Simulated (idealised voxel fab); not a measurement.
Process module under the name voxel quadruple lines
Cross-section cut spans 275 nm and uses square cells 5 nm in size.
Cross-section = grid of square cells, listed top down in bands; band = one or more rows. The band entry comprises the height of the band's top followed by the height of its bottom, expressed in nm, and subsequently the band's materials from left to right, each stated together with its width in nm. Where a single material is marked with the word "everywhere", that material fills the band from edge to edge. The word "blank" represents empty space. Where do heights start? At 0: under that level the wafer as delivered is made of one material only. And the lowest band has no floor; it just carries on downward, as in "0..down". The expression "30..40" gives the width at the extremes of the band, the first number at its top row of cells and the second at its bottom row, with the width changing by equal amounts from each row to the next in between. Where the words "remained the same" appear for a step, the cross-section shows no cell changed by that step; every cell remained as before. "Trapped cavities" - sealed voids, min. 8 cells, no opening to top; format: width x height at distance (distance from left edge; nm throughout). Formally, on a step line, whatever follows the settings is a remark that the simulator itself makes on the step. You can add "overlay nm" to a step's line. For a step with a mask, it describes how far the mask lay to the right of its planned position, and a negative number describes a lay to the left.

Listed below are the process steps as planned:
1) RECEIVE (material Si)
2) CONFORMAL_DEP (material SiO2; thk nm 10)
3) DIRECTIONAL_DEP (material Ru; thk nm 10)
4) DIRECTIONAL_DEP (material polySi; thk nm 15)
5) DIRECTIONAL_DEP (material aC; thk nm 25)
6) PATTERN (tone cover; mask id MANDREL; material resist; width nm 25; thk nm 35; overlay nm 0)
7) DIRECTIONAL_ETCH (etch materials aC; depth nm 25)
8) STRIP (etch materials resist)
9) CONFORMAL_DEP (material SiO2; thk nm 15)
10) DIRECTIONAL_ETCH (etch materials SiO2; depth nm 15)
11) STRIP (etch materials aC)
12) DIRECTIONAL_ETCH (etch materials polySi; depth nm 15)
13) STRIP (etch materials SiO2)
14) CONFORMAL_DEP (material SiCN; thk nm 5)
15) DIRECTIONAL_ETCH (etch materials SiCN; depth nm 5)
16) STRIP (etch materials polySi)
17) DIRECTIONAL_ETCH (etch materials Ru; depth nm 10)
18) STRIP (etch materials SiCN)

As-received wafer cross-section (after step 1):
    0..down  Si everywhere
    Trapped cavities: none

Cross-section: first of two wafers, module finished, run according to plan:
    20..10  blank 105 nm | Ru 5 nm | blank 15 nm | Ru 5 nm | blank 15 nm | Ru 5 nm | blank 15 nm | Ru 5 nm | blank 105 nm
    10..0  SiO2 everywhere
    0..down  Si everywhere
    Trapped cavities: none

Wafer two (of two), end-of-module cross-section: start = wafer one, plan = wafer one, one run mistake:
    20..10  blank 120 nm | Ru 5 nm | blank 25 nm | Ru 5 nm | blank 120 nm
    10..0  SiO2 everywhere
    0..down  Si everywhere
    Trapped cavities: none
Deviation from plan: step 6 changed vs plan, executed as PATTERN (tone open; mask id MANDREL; material resist; width nm 25; thk nm 35; overlay nm 0)
End of process, cell counts, second wafer against first, materials with more or fewer: -4 Ru
